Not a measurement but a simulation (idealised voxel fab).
process module | voxel ribs on slabs
cross-section cut | 280 nm wide | cells 5 nm
A cross-section is a grid of square cells, given in bands from the top down. A band is one or more rows of cells.
Each band's line starts with the height of the band's top and of its bottom, in nm. Then come its materials from left to right, each with its width in nm. One material with "throughout" fills the band from edge to edge. "air" is empty space.
Height 0 is the level under which the wafer as received is all one material. The lowest band goes on downwards, as in "0 down".
A width such as "30 to 40" changes by the same amount from each row of cells to the next, from the band's top row to its bottom row.
"no change" after a step means that no cell of the cross-section changed.
closed voids: empty space of 8 cells or more with no open way to the top, each as width x height at its distance from the left edge, in nm
after a step's settings: what the simulator itself notes on the step
overlay nm, on a step with a mask: how far to the right of its planned place the mask lay; to the left if negative
plan
1 op RECEIVE | material Si
2 op DIRECTIONAL_DEP | material SiO2 | thk nm 30
3 op DIRECTIONAL_DEP | material SiN | thk nm 20
4 op PATTERN | tone cover | mask id RIB | material resist | width nm 15 | thk nm 15 | overlay nm 0
5 op DIRECTIONAL_ETCH | etch materials SiN | depth nm 10
6 op STRIP | etch materials resist
7 op MASKED_ETCH | tone cover | mask id SLAB | width nm 45 | etch materials SiN | depth nm 10 | overlay nm 0
8 op FILL_DEP | material SiO2 | thk nm 20
9 op CMP | height nm 60
10 op DIRECTIONAL_DEP | material W | thk nm 5
11 op MASKED_ETCH | tone cover | mask id HEATER | width nm 25 | etch materials W | depth nm 5 | overlay nm 0
12 op CONFORMAL_DEP | material SiO2 | thk nm 5
first wafer, as planned
as received, after step 1
  0 down: Si throughout
  closed voids: none
after step 2
  30 to 0: SiO2 throughout
  below 0: unchanged
after step 3
  50 to 30: SiN throughout
  below 30: unchanged
after step 4
  65 to 50: air 130 | resist 15 | air 135
  below 50: unchanged
after step 5
  65 to 50: air 130 | resist 15 | air 135
  50 to 40: air 130 | SiN 15 | air 135
  below 40: unchanged
after step 6
  50 to 40: air 130 | SiN 15 | air 135
  below 40: unchanged
after step 7
  50 to 40: air 130 | SiN 15 | air 135
  40 to 30: air 115 | SiN 45 | air 120
  below 30: unchanged
after step 8
  70 to 50: SiO2 throughout
  50 to 40: SiO2 130 | SiN 15 | SiO2 135
  40 to 30: SiO2 115 | SiN 45 | SiO2 120
  below 30: unchanged
after step 9
  60 to 50: SiO2 throughout
  below 50: unchanged
after step 10
  65 to 60: W throughout
  below 60: unchanged
after step 11
  65 to 60: air 125 | W 25 | air 130
  below 60: unchanged
after step 12
  70 to 65: air 120 | SiO2 35 | air 125
  65 to 60: SiO2 125 | W 25 | SiO2 130
  below 60: unchanged
second wafer: like start, like plan, one mistake. Through step 11 it matches the first wafer
when step 12 should have ended: no change
what went wrong: step 12 was left out
at the end the second wafer has, in cells: 58 fewer of SiO2
